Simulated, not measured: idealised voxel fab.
Process module under the name voxel double patterning
FYI the section here is cut, 210 nm wide, cells are 5 nm squares.
We lay out every cross-section as a grid of square cells and spell it out in bands from the top down, where one band means one or more rows of cells.
Band entry format. Leading values: height of top, height of bottom, nm. Remainder: materials in left-to-right order, each with its width in nm. Special words: "edge to edge" on a single material, which then fills the band edge to edge; "air", empty space.
Counting heights begins at 0, where everything beneath is, in the wafer as received, one material. The lowest band has no bottom; it goes on downwards, as "0 nm and below" shows.
It should be noted that a width expressed as "30..40" varies in equal increments from row to row of cells within the band, taking the value of the first number at the top row and that of the second number at the bottom row.
"remains unaltered" (step): cross-section cells unchanged, all of them.
Any empty space of 8 cells or more lacking an open way to the top shows up in "Closed void register" as width x height at distance, distance from the left edge, in nm.
Anything after a step's settings on that line? It's the simulator's own note about the step.
overlay nm: how far to the right of its planned place the mask lay on this masked step (negative: to the left).

Steps in the process plan
1) RECEIVE,material Si
2) CONFORMAL_DEP,material SiN,thk nm 10
3) DIRECTIONAL_DEP,material SiO2,thk nm 10
4) DIRECTIONAL_DEP,material SiCN,thk nm 10
5) MASKED_ETCH,tone open,mask id FIRST,width nm 15,pitch nm 50,etch materials SiCN,depth nm 10,overlay nm 0
6) MASKED_ETCH,tone open,mask id SECOND,width nm 15,pitch nm 50,etch materials SiCN,depth nm 10,overlay nm 0
7) DIRECTIONAL_ETCH,etch materials SiO2,depth nm 10
8) STRIP,etch materials SiCN

First wafer, as planned

So this is the incoming wafer in cross-section - it's already been through step 1
- 0 nm and below | Si edge to edge
- Closed void register: none

Cross-sectional representation of the wafer at the conclusion of step 2
- 10 nm to 0 nm | SiN edge to edge
- Note: structure below 0 unchanged.

Cross-sectional representation of the wafer at the conclusion of step 3
- 20 nm to 10 nm | SiO2 edge to edge
- Note: structure below 10 unchanged.

Cross-sectional representation of the wafer at the conclusion of step 4
- 30 nm to 20 nm | SiCN edge to edge
- Note: structure below 20 unchanged.

Cross-sectional representation of the wafer at the conclusion of step 5
- 30 nm to 20 nm | 45 nm SiCN, then 15 nm air, then 35 nm SiCN, then 15 nm air, then 35 nm SiCN, then 15 nm air, then 50 nm SiCN
- Note: structure below 20 unchanged.

Cross-sectional representation of the wafer at the conclusion of step 6
- 30 nm to 20 nm | 45 nm SiCN, then 15 nm air, then 10 nm SiCN, then 15 nm air, then 10 nm SiCN, then 15 nm air, then 10 nm SiCN, then 15 nm air, then 10 nm SiCN, then 15 nm air, then 50 nm SiCN
- Note: structure below 20 unchanged.

Cross-sectional representation of the wafer at the conclusion of step 7
- 30 nm to 20 nm | 45 nm SiCN, then 15 nm air, then 10 nm SiCN, then 15 nm air, then 10 nm SiCN, then 15 nm air, then 10 nm SiCN, then 15 nm air, then 10 nm SiCN, then 15 nm air, then 50 nm SiCN
- 20 nm to 10 nm | 45 nm SiO2, then 15 nm air, then 10 nm SiO2, then 15 nm air, then 10 nm SiO2, then 15 nm air, then 10 nm SiO2, then 15 nm air, then 10 nm SiO2, then 15 nm air, then 50 nm SiO2
- Note: structure below 10 unchanged.

Cross-sectional representation of the wafer at the conclusion of step 8
- 20 nm to 10 nm | 45 nm SiO2, then 15 nm air, then 10 nm SiO2, then 15 nm air, then 10 nm SiO2, then 15 nm air, then 10 nm SiO2, then 15 nm air, then 10 nm SiO2, then 15 nm air, then 50 nm SiO2
- Note: structure below 10 unchanged.

For the second wafer, take the first wafer's start and plan, then add one mistake made in running it; everything through step 4, that step included, is shared with the first

Second wafer cross-section, taken as of the time the plan sets for step 5 to be done
- 30 nm to 20 nm | 45 nm air, then 15 nm SiCN, then 35 nm air, then 15 nm SiCN, then 35 nm air, then 15 nm SiCN, then 50 nm air
- Note: structure below 20 unchanged.

Second wafer cross-section, taken as of the time the plan sets for step 6 to be done: remains unaltered

Second wafer cross-section, taken as of the time the plan sets for step 7 to be done
- 30 nm to 20 nm | 45 nm air, then 15 nm SiCN, then 35 nm air, then 15 nm SiCN, then 35 nm air, then 15 nm SiCN, then 50 nm air
- 20 nm to 10 nm | 45 nm air, then 15 nm SiO2, then 35 nm air, then 15 nm SiO2, then 35 nm air, then 15 nm SiO2, then 50 nm air
- Note: structure below 10 unchanged.

Second wafer cross-section, taken as of the time the plan sets for step 8 to be done
- 20 nm to 10 nm | 45 nm air, then 15 nm SiO2, then 35 nm air, then 15 nm SiO2, then 35 nm air, then 15 nm SiO2, then 50 nm air
- Note: structure below 10 unchanged.
In executing the process, a mistake was made relative to the plan: note that step 5 departed from the planned setting and was carried out as MASKED_ETCH,tone cover,mask id FIRST,width nm 15,pitch nm 50,etch materials SiCN,depth nm 10,overlay nm 0
Final comparison by cell count, materials where the second wafer has more or fewer than the first: 36 fewer of SiO2
